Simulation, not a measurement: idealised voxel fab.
process module | voxel capacitor over wiring
cross-section cut | 260 nm wide | cells 5 nm
A cross-section is a grid of square cells, given in bands from the top down. A band is one or more rows of cells.
Each band's line starts with the height of the band's top and of its bottom, in nm. Then come its materials from left to right, each with its width in nm. One material with "throughout" fills the band from edge to edge. "air" is empty space.
Height 0 is the level under which the wafer as received is all one material. The lowest band goes on downwards, as in "0 down".
A width such as "30 to 40" changes by the same amount from each row of cells to the next, from the band's top row to its bottom row.
"no change" after a step means that no cell of the cross-section changed.
closed voids: empty space of 8 cells or more with no open way to the top, each as width x height at its distance from the left edge, in nm
after a step's settings: what the simulator itself notes on the step
overlay nm, on a step with a mask: how far to the right of its planned place the mask lay; to the left if negative
plan
1 op RECEIVE | material Si
2 op CONFORMAL_DEP | material SiO2 | thk nm 15
3 op CONFORMAL_DEP | material SiCN | thk nm 5
4 op DIRECTIONAL_DEP | material SiO2 | thk nm 15
5 op MASKED_ETCH | tone open | mask id METAL_1 | width nm 30 | pitch nm 100 | etch materials SiO2 | depth nm 15 | overlay nm 0
6 op MASKED_ETCH | tone open | mask id METAL_1 | width nm 30 | pitch nm 100 | etch materials SiCN | depth nm 5 | overlay nm 0
7 op CONFORMAL_DEP | material TiN | thk nm 5
8 op FILL_DEP | material Cu | thk nm 5
9 op CMP | height nm 35
10 op EPI | material Ru | thk nm 5
11 op FILL_DEP | material SiCN | thk nm 5
12 op DIRECTIONAL_DEP | material SiO2 | thk nm 15
13 op MASKED_ETCH | tone open | mask id PLUG_1 | width nm 15 | etch materials SiO2 | depth nm 15 | overlay nm 0
14 op MASKED_ETCH | tone open | mask id PLUG_1 | width nm 15 | etch materials SiCN | depth nm 5 | overlay nm -15
15 op EPI | material Ru | thk nm 10
16 op EPI | material Ru | thk nm 10
17 op DIRECTIONAL_DEP | material TiN | thk nm 5
18 op DIRECTIONAL_DEP | material Al2O3 | thk nm 5
19 op DIRECTIONAL_DEP | material TiN | thk nm 10
20 op MASKED_ETCH | tone cover | mask id UPPER_PLATE | width nm 75 | etch materials TiN | depth nm 10 | overlay nm 0
21 op MASKED_ETCH | tone cover | mask id UPPER_PLATE | width nm 75 | etch materials Al2O3 | depth nm 5 | overlay nm 0
22 op PATTERN | tone cover | mask id LOWER_PLATE | material resist | width nm 85 | thk nm 15 | overlay nm 0
23 op DIRECTIONAL_ETCH | etch materials TiN | depth nm 5
24 op STRIP | etch materials resist
25 op FILL_DEP | material SiO2 | thk nm 20
26 op CMP | height nm 95
27 op PATTERN | tone open | mask id PLUG_2 | material resist | width nm 15 | thk nm 15 | overlay nm 0
28 op DIRECTIONAL_ETCH | etch materials SiO2 | depth nm 15
29 op STRIP | etch materials resist
30 op CONFORMAL_DEP | material TiN | thk nm 5
31 op FILL_DEP | material Ru | thk nm 10
32 op CMP | height nm 95
33 op CONFORMAL_DEP | material SiN | thk nm 5
varied across the wafers: overlay nm of step 14. The plan shows the first wafer's value. All wafers start alike
first wafer as received, after step 1
  0 down: Si throughout
  closed voids: none
first wafer at the end, after step 33
  100 to 95: SiN throughout
  95 to 85: SiO2 90 | TiN 5 | Ru 5 | TiN 5 | SiO2 155
  85 to 80: SiO2 90 | TiN 15 | SiO2 155
  80 to 70: SiO2 95 | TiN 60 | SiO2 105
  70 to 65: SiO2 95 | Al2O3 60 | SiO2 105
  65 to 55: SiO2 75 to 80 | TiN 85 to 15 | SiO2 100 to 165
  55 to 50: SiO2 80 | Al2O3 15 | SiO2 165
  50 to 45: SiO2 80 | TiN 15 | SiO2 165
  45 to 40: SiCN throughout
  40 to 35: SiCN 60 | Ru 40 | SiCN 60 | Ru 40 | SiCN 60
  35 to 20: SiO2 65 | TiN 5 | Cu 20 | TiN 5 | SiO2 70 | TiN 5 | Cu 20 | TiN 5 | SiO2 65
  20 to 15: SiCN 65 | TiN 30 | SiCN 70 | TiN 30 | SiCN 65
  15 to 0: SiO2 throughout
  0 down: Si throughout
  closed voids: none
last wafer at the end
  100 to 95: SiN throughout
  95 to 85: SiO2 90 | TiN 5 | Ru 5 | TiN 5 | SiO2 155
  85 to 80: SiO2 90 | TiN 15 | SiO2 155
  80 to 70: SiO2 95 | TiN 60 | SiO2 105
  70 to 65: SiO2 95 | Al2O3 60 | SiO2 105
  65 to 55: SiO2 75 to 80 | TiN 85 to 15 | SiO2 100 to 165
  55 to 50: SiO2 80 | Al2O3 15 | SiO2 165
  50 to 45: SiO2 80 | TiN 15 | SiO2 165
  45 to 40: SiCN throughout
  40 to 35: SiCN 60 | Ru 40 | SiCN 60 | Ru 40 | SiCN 60
  35 to 20: SiO2 65 | TiN 5 | Cu 20 | TiN 5 | SiO2 70 | TiN 5 | Cu 20 | TiN 5 | SiO2 65
  20 to 15: SiCN 65 | TiN 30 | SiCN 70 | TiN 30 | SiCN 65
  15 to 0: SiO2 throughout
  0 down: Si throughout
  closed voids: none
each wafer at the end: cells of each material gained (+) or lost (-) since it was received, then its closed voids
overlay nm -15 | +15 Al2O3 | +24 Cu | +18 Ru | +128 SiCN | +52 SiN | +725 SiO2 | +78 TiN | closed voids: none
overlay nm -10 | +15 Al2O3 | +24 Cu | +28 Ru | +127 SiCN | +52 SiN | +716 SiO2 | +78 TiN | closed voids: none
overlay nm -5 | +15 Al2O3 | +24 Cu | +29 Ru | +126 SiCN | +52 SiN | +716 SiO2 | +78 TiN | closed voids: none
overlay nm 0 | +15 Al2O3 | +24 Cu | +30 Ru | +125 SiCN | +52 SiN | +716 SiO2 | +78 TiN | closed voids: none
overlay nm 5 | +15 Al2O3 | +24 Cu | +29 Ru | +126 SiCN | +52 SiN | +716 SiO2 | +78 TiN | closed voids: none
overlay nm 10 | +15 Al2O3 | +24 Cu | +28 Ru | +127 SiCN | +52 SiN | +716 SiO2 | +78 TiN | closed voids: none
overlay nm 15 | +15 Al2O3 | +24 Cu | +18 Ru | +128 SiCN | +52 SiN | +725 SiO2 | +78 TiN | closed voids: none
